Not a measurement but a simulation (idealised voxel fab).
Presented below is a process module, voxel ribs on slabs.
Cross-section cut: width 290 nm, square cells of 5 nm.
The cross-sections in this document take the form of a grid made of square cells. They are written out as bands, in order from top to bottom. Each band consists of one or more rows of cells. Each band's line starts with the height of the band's top and of its bottom, in nm. Then come its materials from left to right, each with its width in nm. One material with "throughout" fills the band from edge to edge. "blank" is empty space. For the purposes of this specification, 0 denotes the height below which the wafer in its as-received condition is composed wholly of one material, and the lowermost band, lacking a lower limit, extends downward without end, as expressed in "0 and below". Width spec "30 to 40" -> top row of cells at first value, bottom row at second value, equal per-row change in between. "left unchanged" means the step left every cell of the cross-section as it was. For the entry "Closed cavity list", the listed items are empty spaces with no open way to the top whose size is 8 cells or more; each item follows the pattern width x height at distance, where distance is from the left edge and all three are in nm. Whatever follows a step's settings on its line is a remark the simulator itself makes about that step. Each step line may optionally specify "overlay nm", which for a step with a mask gives the rightward distance between the mask's planned place and where it lay, a negative value indicating the leftward direction.
The planned process steps are enumerated hereunder:
- 1: op RECEIVE | material Si
- 2: op DIRECTIONAL_DEP | material SiO2 | thk nm 25
- 3: op DIRECTIONAL_DEP | material SiN | thk nm 20
- 4: op DIRECTIONAL_DEP | material aC | thk nm 10
- 5: op PATTERN | tone cover | mask id RIB | material resist | width nm 30 | thk nm 30 | overlay nm 0
- 6: op DIRECTIONAL_ETCH | etch materials aC | depth nm 10
- 7: op STRIP | etch materials resist
- 8: op DIRECTIONAL_ETCH | etch materials SiN | depth nm 5
- 9: op STRIP | etch materials aC
- 10: op PATTERN | tone cover | mask id SLAB | material resist | width nm 90 | thk nm 15 | overlay nm 0
- 11: op DIRECTIONAL_ETCH | etch materials SiN | depth nm 15
- 12: op STRIP | etch materials resist
- 13: op FILL_DEP | material SiO2 | thk nm 20
- 14: op CMP | height nm 60
- 15: op DIRECTIONAL_DEP | material TiN | thk nm 10
- 16: op DIRECTIONAL_DEP | material aC | thk nm 10
- 17: op PATTERN | tone cover | mask id HEATER | material resist | width nm 40 | thk nm 25 | overlay nm 0
- 18: op DIRECTIONAL_ETCH | etch materials aC | depth nm 10
- 19: op STRIP | etch materials resist
- 20: op DIRECTIONAL_ETCH | etch materials TiN | depth nm 10
- 21: op STRIP | etch materials aC
- 22: op CONFORMAL_DEP | material SiN | thk nm 5
Received-state cross-section, reflecting completion of step 1:
	0 and below = Si throughout
	Closed cavity list: none
Result of the module, cross-sectioned: start per above, plan per above, one error in how it was run:
	80 down to 75 = 120 blank; 50 SiN; 120 blank
	75 down to 70 = 120 blank; 5 SiN; 40 TiN; 5 SiN; 120 blank
	70 down to 65 = 125 SiN; 40 TiN; 125 SiN
	65 down to 60 = TiN throughout
	60 down to 45 = SiO2 throughout
	45 down to 40 = 130 SiO2; 30 SiN; 130 SiO2
	40 down to 25 = 100 SiO2; 90 SiN; 100 SiO2
	25 down to 0 = SiO2 throughout
	0 and below = Si throughout
	Closed cavity list: none
The plan and the run diverged here: step 15 deviated from plan and actually ran as op DIRECTIONAL_DEP | material TiN | thk nm 15
